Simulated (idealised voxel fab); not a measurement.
The process module that follows is named voxel wiring stack.
The width of the displayed cross-section, cut, is 215 nm; its cells are square, with a size of 5 nm.
Cross-section, as written here: a square-cell grid given band by band from the top down, where a band holds one or more rows of cells. Each band's line starts with the height of the band's top and of its bottom, in nm. Then come its materials from left to right, each with its width in nm. One material with "edge to edge" fills the band from edge to edge. "air" is empty space. Height is counted from the level 0, under which the received wafer is composed throughout of one material. The lowest of the bands is not closed at the bottom but continues downward, in the notation "top 0, no bottom". Quick explanation for "30 to 40": the width changes in equal steps down the rows of cells, from the first number in the band's top row to the second number in its bottom row. Reading "nothing changed" for a step: not a cell of the cross-section changed in it. Reported under the label "Voids lacking openings" are the empty spaces having no open way to the top and comprising 8 cells or more; the notation for each is width x height at distance, in which the distance is measured from the left edge and all three values are in nm. On each step's line, the part that comes after the settings is the simulator's own comment on the step. overlay nm, on a step with a mask: how far to the right of its planned place the mask lay; to the left if negative.

Planned process steps
- 1: RECEIVE, material Si
- 2: CONFORMAL_DEP, material SiO2, thk nm 10
- 3: DIRECTIONAL_DEP, material TiN, thk nm 5
- 4: DIRECTIONAL_DEP, material Ru, thk nm 15
- 5: MASKED_ETCH, tone cover, mask id METAL_1, width nm 25, pitch nm 50, etch materials Ru, depth nm 15, overlay nm 0
- 6: MASKED_ETCH, tone cover, mask id METAL_1, width nm 25, pitch nm 50, etch materials TiN, depth nm 5, overlay nm 0
- 7: FILL_DEP, material lowk, thk nm 5
- 8: CMP, height nm 30
- 9: CONFORMAL_DEP, material SiCN, thk nm 5
- 10: DIRECTIONAL_DEP, material SiO2, thk nm 15
- 11: PATTERN, tone open, mask id PLUG_1, material resist, width nm 15, thk nm 15, overlay nm 0
- 12: DIRECTIONAL_ETCH, etch materials SiO2, depth nm 15
- 13: DIRECTIONAL_ETCH, etch materials SiCN, depth nm 5
- 14: STRIP, etch materials resist
- 15: EPI, material Ru, thk nm 10
- 16: EPI, material Ru, thk nm 10
- 17: DIRECTIONAL_DEP, material TiN, thk nm 5
- 18: DIRECTIONAL_DEP, material Ru, thk nm 20
- 19: DIRECTIONAL_DEP, material aC, thk nm 15
- 20: PATTERN, tone cover, mask id METAL_2, material resist, width nm 25, pitch nm 50, thk nm 35, overlay nm 0
- 21: DIRECTIONAL_ETCH, etch materials aC, depth nm 15
- 22: STRIP, etch materials resist
- 23: DIRECTIONAL_ETCH, etch materials Ru, depth nm 20
- 24: DIRECTIONAL_ETCH, etch materials TiN, depth nm 5
- 25: STRIP, etch materials aC
- 26: CONFORMAL_DEP, material SiN, thk nm 5
- 27: FILL_DEP, material SiO2, thk nm 5
- 28: CMP, height nm 75
- 29: CONFORMAL_DEP, material SiCN, thk nm 5
- 30: DIRECTIONAL_DEP, material lowk, thk nm 10
- 31: MASKED_ETCH, tone open, mask id PLUG_2, width nm 15, pitch nm 50, etch materials lowk, depth nm 10, overlay nm 0
- 32: MASKED_ETCH, tone open, mask id PLUG_2, width nm 15, pitch nm 50, etch materials SiCN, depth nm 5, overlay nm 0
- 33: CONFORMAL_DEP, material TiN, thk nm 5
- 34: FILL_DEP, material Ru, thk nm 10
- 35: CMP, height nm 90
- 36: CONFORMAL_DEP, material SiCN, thk nm 5
- 37: DIRECTIONAL_DEP, material SiO2, thk nm 20
- 38: PATTERN, tone open, mask id METAL_3, material resist, width nm 25, pitch nm 50, thk nm 15, overlay nm 0
- 39: DIRECTIONAL_ETCH, etch materials SiO2, depth nm 20
- 40: DIRECTIONAL_ETCH, etch materials SiCN, depth nm 5
- 41: STRIP, etch materials resist
- 42: CONFORMAL_DEP, material TiN, thk nm 5
- 43: FILL_DEP, material W, thk nm 10
- 44: CMP, height nm 115
- 45: EPI, material Ru, thk nm 5
- 46: FILL_DEP, material SiCN, thk nm 5
- 47: DIRECTIONAL_DEP, material lowk, thk nm 30
- 48: DIRECTIONAL_DEP, material aC, thk nm 10
- 49: PATTERN, tone open, mask id METAL_4_HOLES, material resist, width nm 15, thk nm 30, overlay nm 0
- 50: DIRECTIONAL_ETCH, etch materials aC, depth nm 10
- 51: STRIP, etch materials resist
- 52: DIRECTIONAL_ETCH, etch materials lowk, depth nm 30
- 53: STRIP, etch materials aC
- 54: DIRECTIONAL_DEP, material aC, thk nm 10
- 55: PATTERN, tone open, mask id METAL_4, material resist, width nm 25, pitch nm 50, thk nm 25, overlay nm 0
- 56: DIRECTIONAL_ETCH, etch materials aC, depth nm 10
- 57: STRIP, etch materials resist
- 58: DIRECTIONAL_ETCH, etch materials lowk, depth nm 15
- 59: DIRECTIONAL_ETCH, etch materials SiCN, depth nm 5
- 60: STRIP, etch materials aC
- 61: CONFORMAL_DEP, material TiN, thk nm 5
- 62: FILL_DEP, material Cu, thk nm 5
- 63: CMP, height nm 155
- 64: CONFORMAL_DEP, material SiN, thk nm 5

Received-state cross-section, reflecting completion of step 1
  top 0, no bottom: Si edge to edge
  Voids lacking openings: none

Module complete, cross-section. Starting point and plan per above. One mistake made in running the module
  top 160, bottom 155: SiN edge to edge
  top 155, bottom 145: lowk 70, TiN 5, Cu 15, TiN 5, lowk 25, TiN 5, Cu 15, TiN 5, lowk 70
  top 145, bottom 140: lowk 70, TiN 5, Cu 5, TiN 15, lowk 25, TiN 25, lowk 70
  top 140, bottom 125: lowk 70, TiN 5, Cu 5, TiN 5, lowk 130
  top 125, bottom 120: SiCN 70, TiN 15, SiCN 130
  top 120, bottom 115: SiCN 65, Ru 35, SiCN 15, Ru 35, SiCN 65
  top 115, bottom 95: SiO2 70, TiN 5, W 15, TiN 5, SiO2 25, TiN 5, W 15, TiN 5, SiO2 70
  top 95, bottom 90: SiCN 70, TiN 25, SiCN 25, TiN 25, SiCN 70
  top 90, bottom 85: TiN 75, Ru 5, TiN 45, Ru 5, TiN 85
  top 85, bottom 75: lowk 70, TiN 5, Ru 5, TiN 5, lowk 35, TiN 5, Ru 5, TiN 5, lowk 80
  top 75, bottom 70: SiCN 70, TiN 15, SiCN 35, TiN 15, SiCN 80
  top 70, bottom 55: SiO2 65, SiN 5, Ru 25, SiN 5, SiO2 15, SiN 5, Ru 25, SiN 5, SiO2 65
  top 55, bottom 50: SiN 70, TiN 25, SiN 25, TiN 25, SiN 70
  top 50, bottom 35: SiO2 70, Ru 15, SiO2 130
  top 35, bottom 30: SiCN 70, Ru 15, SiCN 130
  top 30, bottom 15: lowk 70, Ru 25, lowk 25, Ru 25, lowk 70
  top 15, bottom 10: lowk 70, TiN 25, lowk 25, TiN 25, lowk 70
  top 10, bottom 0: SiO2 edge to edge
  top 0, no bottom: Si edge to edge
  Voids lacking openings: none
Heads up, the wafer didn't run the way we planned it: step 28 changed vs plan, executed as CMP, height nm 70
